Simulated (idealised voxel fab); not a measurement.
The process module presented herein is designated voxel capacitor over wiring.
Square cell edge 5 nm, section width 195 nm, ID cut.
Each cross-section below is a grid of square cells, stated as bands in top-down order, with one or more rows of cells making up each band. Quick guide to a band line: top height, bottom height (nm) up front; then every material left to right with its width in nm. Only one material and it's marked "full width"? Then it fills the band edge to edge. And "air" just means empty space. We count height from 0. Below that, the starting wafer is all one material. The lowest band never ends at the bottom but goes on down; see "top 0, no bottom" for how that is written. The width entry "30..40" should be interpreted row by row: the top row of cells in the band takes the first number, the bottom row takes the second number, and the change between adjacent rows is uniform throughout. It should be understood that the words "left unchanged", when stated for a given step, signify that the cross-section underwent no change in any of its cells during that step. "Internal closed voids": sealed empty spaces, 8 cells or more, no open way to top, listed width x height at distance, with distance from the left edge and width, height and distance in nm. If you see something after the settings on a step's line, that's the simulator's own remark about that step. "overlay nm" answers the question of how far to the right of plan the mask lay on a step that has a mask, and when it is negative the answer is to the left.
The steps planned for the process are as follows
1) RECEIVE (material Si)
2) CONFORMAL_DEP (material SiO2; thk nm 10)
3) DIRECTIONAL_DEP (material TiN; thk nm 5)
4) DIRECTIONAL_DEP (material W; thk nm 25)
5) PATTERN (tone cover; mask id METAL_1; material resist; width nm 25; pitch nm 90; thk nm 15; overlay nm 0)
6) DIRECTIONAL_ETCH (etch materials W; depth nm 25)
7) DIRECTIONAL_ETCH (etch materials TiN; depth nm 5)
8) STRIP (etch materials resist)
9) CONFORMAL_DEP (material SiN; thk nm 5)
10) FILL_DEP (material SiO2; thk nm 5)
11) CMP (height nm 40)
12) CONFORMAL_DEP (material SiCN; thk nm 5)
13) DIRECTIONAL_DEP (material SiO2; thk nm 20)
14) DIRECTIONAL_DEP (material aC; thk nm 15)
15) PATTERN (tone open; mask id PLUG_1; material resist; width nm 15; thk nm 35; overlay nm 0)
16) DIRECTIONAL_ETCH (etch materials aC; depth nm 15)
17) STRIP (etch materials resist)
18) DIRECTIONAL_ETCH (etch materials SiO2; depth nm 20)
19) DIRECTIONAL_ETCH (etch materials SiCN; depth nm 5)
20) STRIP (etch materials aC)
21) EPI (material Ru; thk nm 10)
22) EPI (material Ru; thk nm 10)
23) EPI (material Ru; thk nm 5)
24) DIRECTIONAL_DEP (material TiN; thk nm 5)
25) DIRECTIONAL_DEP (material Al2O3; thk nm 5)
26) DIRECTIONAL_DEP (material TiN; thk nm 10)
27) MASKED_ETCH (tone cover; mask id UPPER_PLATE; width nm 70; etch materials TiN; depth nm 10; overlay nm 0)
28) MASKED_ETCH (tone cover; mask id UPPER_PLATE; width nm 70; etch materials Al2O3; depth nm 5; overlay nm 0)
29) MASKED_ETCH (tone cover; mask id LOWER_PLATE; width nm 80; etch materials TiN; depth nm 5; overlay nm 0)
30) FILL_DEP (material SiO2; thk nm 20)
31) CMP (height nm 100)
32) MASKED_ETCH (tone open; mask id PLUG_2; width nm 15; etch materials SiO2; depth nm 15; overlay nm 0)
33) CONFORMAL_DEP (material TiN; thk nm 5)
34) FILL_DEP (material Ru; thk nm 5)
35) CMP (height nm 100)
36) CONFORMAL_DEP (material SiCN; thk nm 5)
Wafer, first of two, run as planned
Incoming wafer in cross-section (state: after step 1)
    top 0, no bottom: Si full width
    Internal closed voids: none
So this is the wafer cross-section right after step 2
    top 10, bottom 0: SiO2 full width
    Rest of section, below 0: as before.
So this is the wafer cross-section right after step 3
    top 15, bottom 10: TiN full width
    Rest of section, below 10: as before.
So this is the wafer cross-section right after step 4
    top 40, bottom 15: W full width
    Rest of section, below 15: as before.
So this is the wafer cross-section right after step 5
    top 55, bottom 40: air 40 nm  resist 25 nm  air 65 nm  resist 25 nm  air 40 nm
    Rest of section, below 40: as before.
So this is the wafer cross-section right after step 6
    top 55, bottom 40: air 40 nm  resist 25 nm  air 65 nm  resist 25 nm  air 40 nm
    top 40, bottom 15: air 40 nm  W 25 nm  air 65 nm  W 25 nm  air 40 nm
    Rest of section, below 15: as before.
So this is the wafer cross-section right after step 7
    top 55, bottom 40: air 40 nm  resist 25 nm  air 65 nm  resist 25 nm  air 40 nm
    top 40, bottom 15: air 40 nm  W 25 nm  air 65 nm  W 25 nm  air 40 nm
    top 15, bottom 10: air 40 nm  TiN 25 nm  air 65 nm  TiN 25 nm  air 40 nm
    Rest of section, below 10: as before.
So this is the wafer cross-section right after step 8
    top 40, bottom 15: air 40 nm  W 25 nm  air 65 nm  W 25 nm  air 40 nm
    Rest of section, below 15: as before.
So this is the wafer cross-section right after step 9
    top 45, bottom 40: air 35 nm  SiN 35 nm  air 55 nm  SiN 35 nm  air 35 nm
    top 40, bottom 15: air 35 nm  SiN 5 nm  W 25 nm  SiN 5 nm  air 55 nm  SiN 5 nm  W 25 nm  SiN 5 nm  air 35 nm
    top 15, bottom 10: SiN 40 nm  TiN 25 nm  SiN 65 nm  TiN 25 nm  SiN 40 nm
    Rest of section, below 10: as before.
So this is the wafer cross-section right after step 10
    top 50, bottom 45: SiO2 full width
    top 45, bottom 40: SiO2 35 nm  SiN 35 nm  SiO2 55 nm  SiN 35 nm  SiO2 35 nm
    top 40, bottom 15: SiO2 35 nm  SiN 5 nm  W 25 nm  SiN 5 nm  SiO2 55 nm  SiN 5 nm  W 25 nm  SiN 5 nm  SiO2 35 nm
    Rest of section, below 15: as before.
So this is the wafer cross-section right after step 11
    top 40, bottom 15: SiO2 35 nm  SiN 5 nm  W 25 nm  SiN 5 nm  SiO2 55 nm  SiN 5 nm  W 25 nm  SiN 5 nm  SiO2 35 nm
    Rest of section, below 15: as before.
So this is the wafer cross-section right after step 12
    top 45, bottom 40: SiCN full width
    Rest of section, below 40: as before.
So this is the wafer cross-section right after step 13
    top 65, bottom 45: SiO2 full width
    Rest of section, below 45: as before.
So this is the wafer cross-section right after step 14
    top 80, bottom 65: aC full width
    Rest of section, below 65: as before.
So this is the wafer cross-section right after step 15
    top 115, bottom 80: resist 50 nm  air 15 nm  resist 130 nm
    Rest of section, below 80: as before.
So this is the wafer cross-section right after step 16
    top 100, bottom 80: resist 50 nm  air 15 nm  resist 130 nm
    top 80, bottom 65: aC 50 nm  air 15 nm  aC 130 nm
    Rest of section, below 65: as before.
So this is the wafer cross-section right after step 17
    top 80, bottom 65: aC 50 nm  air 15 nm  aC 130 nm
    Rest of section, below 65: as before.
So this is the wafer cross-section right after step 18
    top 80, bottom 65: aC 50 nm  air 15 nm  aC 130 nm
    top 65, bottom 45: SiO2 50 nm  air 15 nm  SiO2 130 nm
    Rest of section, below 45: as before.
So this is the wafer cross-section right after step 19
    top 80, bottom 65: aC 50 nm  air 15 nm  aC 130 nm
    top 65, bottom 45: SiO2 50 nm  air 15 nm  SiO2 130 nm
    top 45, bottom 40: SiCN 50 nm  air 15 nm  SiCN 130 nm
    Rest of section, below 40: as before.
So this is the wafer cross-section right after step 20
    top 65, bottom 45: SiO2 50 nm  air 15 nm  SiO2 130 nm
    Rest of section, below 45: as before.
So this is the wafer cross-section right after step 21
    top 65, bottom 50: SiO2 50 nm  air 15 nm  SiO2 130 nm
    top 50, bottom 45: SiO2 50 nm  Ru 15 nm  SiO2 130 nm
    top 45, bottom 40: SiCN 50 nm  Ru 15 nm  SiCN 130 nm
    Rest of section, below 40: as before.
So this is the wafer cross-section right after step 22
    top 65, bottom 60: SiO2 50 nm  air 15 nm  SiO2 130 nm
    top 60, bottom 45: SiO2 50 nm  Ru 15 nm  SiO2 130 nm
    Rest of section, below 45: as before.
So this is the wafer cross-section right after step 23
    top 65, bottom 45: SiO2 50 nm  Ru 15 nm  SiO2 130 nm
    Rest of section, below 45: as before.
So this is the wafer cross-section right after step 24
    top 70, bottom 65: TiN full width
    Rest of section, below 65: as before.
So this is the wafer cross-section right after step 25
    top 75, bottom 70: Al2O3 full width
    Rest of section, below 70: as before.
So this is the wafer cross-section right after step 26
    top 85, bottom 75: TiN full width
    Rest of section, below 75: as before.
So this is the wafer cross-section right after step 27
    top 85, bottom 75: air 50 nm  TiN 70 nm  air 75 nm
    Rest of section, below 75: as before.
So this is the wafer cross-section right after step 28
    top 85, bottom 75: air 50 nm  TiN 70 nm  air 75 nm
    top 75, bottom 70: air 50 nm  Al2O3 70 nm  air 75 nm
    Rest of section, below 70: as before.
So this is the wafer cross-section right after step 29
    top 85, bottom 75: air 50 nm  TiN 70 nm  air 75 nm
    top 75, bottom 70: air 50 nm  Al2O3 70 nm  air 75 nm
    top 70, bottom 65: air 45 nm  TiN 80 nm  air 70 nm
    Rest of section, below 65: as before.
So this is the wafer cross-section right after step 30
    top 105, bottom 85: SiO2 full width
    top 85, bottom 75: SiO2 50 nm  TiN 70 nm  SiO2 75 nm
    top 75, bottom 70: SiO2 50 nm  Al2O3 70 nm  SiO2 75 nm
    top 70, bottom 65: SiO2 45 nm  TiN 80 nm  SiO2 70 nm
    Rest of section, below 65: as before.
So this is the wafer cross-section right after step 31
    top 100, bottom 85: SiO2 full width
    Rest of section, below 85: as before.
So this is the wafer cross-section right after step 32
    top 100, bottom 85: SiO2 60 nm  air 15 nm  SiO2 120 nm
    Rest of section, below 85: as before.
So this is the wafer cross-section right after step 33
    top 105, bottom 100: TiN 65 nm  air 5 nm  TiN 125 nm
    top 100, bottom 90: SiO2 60 nm  TiN 5 nm  air 5 nm  TiN 5 nm  SiO2 120 nm
    top 90, bottom 85: SiO2 60 nm  TiN 15 nm  SiO2 120 nm
    Rest of section, below 85: as before.
So this is the wafer cross-section right after step 34
    top 110, bottom 105: Ru full width
    top 105, bottom 100: TiN 65 nm  Ru 5 nm  TiN 125 nm
    top 100, bottom 90: SiO2 60 nm  TiN 5 nm  Ru 5 nm  TiN 5 nm  SiO2 120 nm
    Rest of section, below 90: as before.
So this is the wafer cross-section right after step 35
    top 100, bottom 90: SiO2 60 nm  TiN 5 nm  Ru 5 nm  TiN 5 nm  SiO2 120 nm
    Rest of section, below 90: as before.
So this is the wafer cross-section right after step 36
    top 105, bottom 100: SiCN full width
    Rest of section, below 100: as before.
For the second wafer, take the first wafer's start and plan, then add one mistake made in running it; everything through step 12, that step included, is shared with the first
when step 13 should have ended
    top 85, bottom 45: SiO2 full width
    Rest of section, below 45: as before.
when step 14 should have ended
    top 100, bottom 85: aC full width
    Rest of section, below 85: as before.
when step 15 should have ended
    top 135, bottom 100: resist 50 nm  air 15 nm  resist 130 nm
    Rest of section, below 100: as before.
when step 16 should have ended
    top 120, bottom 100: resist 50 nm  air 15 nm  resist 130 nm
    top 100, bottom 85: aC 50 nm  air 15 nm  aC 130 nm
    Rest of section, below 85: as before.
when step 17 should have ended
    top 100, bottom 85: aC 50 nm  air 15 nm  aC 130 nm
    Rest of section, below 85: as before.
when step 18 should have ended
    top 100, bottom 85: aC 50 nm  air 15 nm  aC 130 nm
    top 85, bottom 65: SiO2 50 nm  air 15 nm  SiO2 130 nm
    Rest of section, below 65: as before.
when step 19 should have ended: left unchanged
when step 20 should have ended
    top 85, bottom 65: SiO2 50 nm  air 15 nm  SiO2 130 nm
    Rest of section, below 65: as before.
when step 21 should have ended: left unchanged
when step 22 should have ended: left unchanged
when step 23 should have ended: left unchanged
when step 24 should have ended
    top 90, bottom 85: TiN 50 nm  air 15 nm  TiN 130 nm
    top 85, bottom 70: SiO2 50 nm  air 15 nm  SiO2 130 nm
    top 70, bottom 65: SiO2 50 nm  TiN 15 nm  SiO2 130 nm
    Rest of section, below 65: as before.
when step 25 should have ended
    top 95, bottom 90: Al2O3 50 nm  air 15 nm  Al2O3 130 nm
    top 90, bottom 85: TiN 50 nm  air 15 nm  TiN 130 nm
    top 85, bottom 75: SiO2 50 nm  air 15 nm  SiO2 130 nm
    top 75, bottom 70: SiO2 50 nm  Al2O3 15 nm  SiO2 130 nm
    Rest of section, below 70: as before.
when step 26 should have ended
    top 105, bottom 95: TiN 50 nm  air 15 nm  TiN 130 nm
    top 95, bottom 90: Al2O3 50 nm  air 15 nm  Al2O3 130 nm
    top 90, bottom 85: TiN 50 nm  air 15 nm  TiN 130 nm
    top 85, bottom 75: SiO2 50 nm  TiN 15 nm  SiO2 130 nm
    Rest of section, below 75: as before.
when step 27 should have ended
    top 105, bottom 95: air 65 nm  TiN 55 nm  air 75 nm
    Rest of section, below 95: as before.
when step 28 should have ended
    top 105, bottom 95: air 65 nm  TiN 55 nm  air 75 nm
    top 95, bottom 90: air 65 nm  Al2O3 55 nm  air 75 nm
    Rest of section, below 90: as before.
when step 29 should have ended
    top 105, bottom 95: air 65 nm  TiN 55 nm  air 75 nm
    top 95, bottom 90: air 65 nm  Al2O3 55 nm  air 75 nm
    top 90, bottom 85: air 45 nm  TiN 5 nm  air 15 nm  TiN 60 nm  air 70 nm
    Rest of section, below 85: as before.
when step 30 should have ended
    top 125, bottom 105: SiO2 full width
    top 105, bottom 95: SiO2 65 nm  TiN 55 nm  SiO2 75 nm
    top 95, bottom 90: SiO2 65 nm  Al2O3 55 nm  SiO2 75 nm
    top 90, bottom 85: SiO2 45 nm  TiN 5 nm  SiO2 15 nm  TiN 60 nm  SiO2 70 nm
    Rest of section, below 85: as before.
when step 31 should have ended
    top 100, bottom 95: SiO2 65 nm  TiN 55 nm  SiO2 75 nm
    Rest of section, below 95: as before.
when step 32 should have ended
    top 100, bottom 95: SiO2 60 nm  air 5 nm  TiN 55 nm  SiO2 75 nm
    top 95, bottom 90: SiO2 60 nm  air 5 nm  Al2O3 55 nm  SiO2 75 nm
    top 90, bottom 85: SiO2 45 nm  TiN 5 nm  SiO2 10 nm  air 5 nm  TiN 60 nm  SiO2 70 nm
    Rest of section, below 85: as before.
when step 33 should have ended
    top 105, bottom 100: TiN full width
    top 100, bottom 95: SiO2 60 nm  TiN 60 nm  SiO2 75 nm
    top 95, bottom 90: SiO2 60 nm  TiN 5 nm  Al2O3 55 nm  SiO2 75 nm
    top 90, bottom 85: SiO2 45 nm  TiN 5 nm  SiO2 10 nm  TiN 65 nm  SiO2 70 nm
    Rest of section, below 85: as before.
when step 34 should have ended
    top 110, bottom 105: Ru full width
    Rest of section, below 105: as before.
when step 35 should have ended
    top 100, bottom 95: SiO2 60 nm  TiN 60 nm  SiO2 75 nm
    Rest of section, below 95: as before.
when step 36 should have ended
    top 105, bottom 100: SiCN full width
    Rest of section, below 100: as before.
What was the processing mistake? in the plan, step 13 was performed twice
In the final state, the cell counts of the second wafer exceed or fall short of those of the first for the following materials: -17 Ru, +3 SiCN, +29 SiO2, -15 TiN
